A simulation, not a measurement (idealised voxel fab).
The name of this process module is voxel air gaps.
Square cell edge 5 nm, section width 240 nm, ID cut.
If you're reading a cross-section in this doc, picture square cells in a grid; it comes to you as bands, top ones listed first down to the bottom, and a band can be one or more rows of cells. Top height, bottom height, nm. Materials left to right, width each, nm. Single material + "throughout" = fills band edge to edge. "air" = empty. For the purposes of this specification, 0 denotes the height below which the wafer in its as-received condition is composed wholly of one material, and the lowermost band, lacking a lower limit, extends downward without end, as expressed in "0 down". The two numbers in a width such as "30->40" mark its ends across the band: the first belongs to the top row of cells, the second to the bottom row, and from each row to the next the width moves by the same amount. "all unchanged" (step): cross-section cells unchanged, all of them. Any empty space of 8 cells or more lacking an open way to the top shows up in "Closed void entries" as width x height at distance, distance from the left edge, in nm. Post-settings text on a step line: simulator's own remark regarding the step. Steps that use a mask can have "overlay nm" on their line. It says how far the mask sat to the right of where it was meant to be. Negative means to the left.
### Set out below are the planned steps of the process
1) RECEIVE (material Si)
2) CONFORMAL_DEP (material SiO2; thk nm 15)
3) CONFORMAL_DEP (material SiN; thk nm 5)
4) DIRECTIONAL_DEP (material SiO2; thk nm 30)
5) MASKED_ETCH (tone open; mask id LINES; width nm 25; pitch nm 55; etch materials SiO2; depth nm 30; overlay nm 0)
6) CONFORMAL_DEP (material TiN; thk nm 5)
7) FILL_DEP (material W; thk nm 5)
8) CMP (height nm 50)
9) EPI (material Ru; thk nm 10)
10) SELECTIVE_ETCH (etch materials SiO2; depth nm 40)
11) CONFORMAL_DEP (material SiN; thk nm 5)
### Step 1 complete: cross-section of the wafer as received
> 0 down = Si throughout
> Closed void entries: none
### Sectioned view, first of two wafers, at the close of the module, processed as intended in the plan
> 65 to 60 = air=35, SiN=165, air=40
> 60 to 50 = air=35, SiN=5, Ru=45, SiN=10, Ru=45, SiN=10, Ru=45, SiN=5, air=40
> 50 to 45 = air=35, SiN=15, TiN=5, W=15, TiN=5, SiN=30, TiN=5, W=15, TiN=5, SiN=30, TiN=5, W=15, TiN=5, SiN=15, air=40
> 45 to 25 = air=45, SiN=5, TiN=5, W=15, TiN=5, SiN=5, air=20, SiN=5, TiN=5, W=15, TiN=5, SiN=5, air=20, SiN=5, TiN=5, W=15, TiN=5, SiN=5, air=50
> 25 to 20 = SiN=50, TiN=25, SiN=30, TiN=25, SiN=30, TiN=25, SiN=55
> 20 to 15 = SiN throughout
> 15 to 0 = SiO2 throughout
> 0 down = Si throughout
> Closed void entries: 20 x 20 at 80; 20 x 20 at 135
### Cross-sectional image of the second wafer of the two following completion of the module. Starting state and process plan were the same as for the first wafer; one execution error occurred
> 65 to 60 = air=35, SiN=165, air=40
> 60 to 50 = air=35, SiN=5, Ru=45, SiN=10, Ru=45, SiN=10, Ru=45, SiN=5, air=40
> 50 to 45 = air=35, SiN=15, TiN=5, W=15, TiN=5, SiN=30, TiN=5, W=15, TiN=5, SiN=30, TiN=5, W=15, TiN=5, SiN=15, air=40
> 45 to 25 = air=45, SiN=5, TiN=5, W=15, TiN=5, SiN=5, air=20, SiN=5, TiN=5, W=15, TiN=5, SiN=5, air=20, SiN=5, TiN=5, W=15, TiN=5, SiN=5, air=50
> 25 to 20 = air=45, SiN=5, TiN=25, SiN=5, air=20, SiN=5, TiN=25, SiN=5, air=20, SiN=5, TiN=25, SiN=5, air=50
> 20 to 15 = air=45, SiN=15, SiO2=5, SiN=15, air=20, SiN=15, SiO2=5, SiN=15, air=20, SiN=15, SiO2=5, SiN=15, air=50
> 15 to 10 = SiN=60, SiO2=5, SiN=50, SiO2=5, SiN=50, SiO2=5, SiN=65
> 10 to 5 = SiO2 throughout
> 5 to 0 = SiN throughout
> 0 down = Si throughout
> Closed void entries: 20 x 30 at 80; 20 x 30 at 135
what went wrong: sequence error: steps 2 and 3 interchanged
Once processing is complete, comparing cell counts shows that the second wafer has more or fewer of certain materials than the first: SiN +36; SiO2 -90
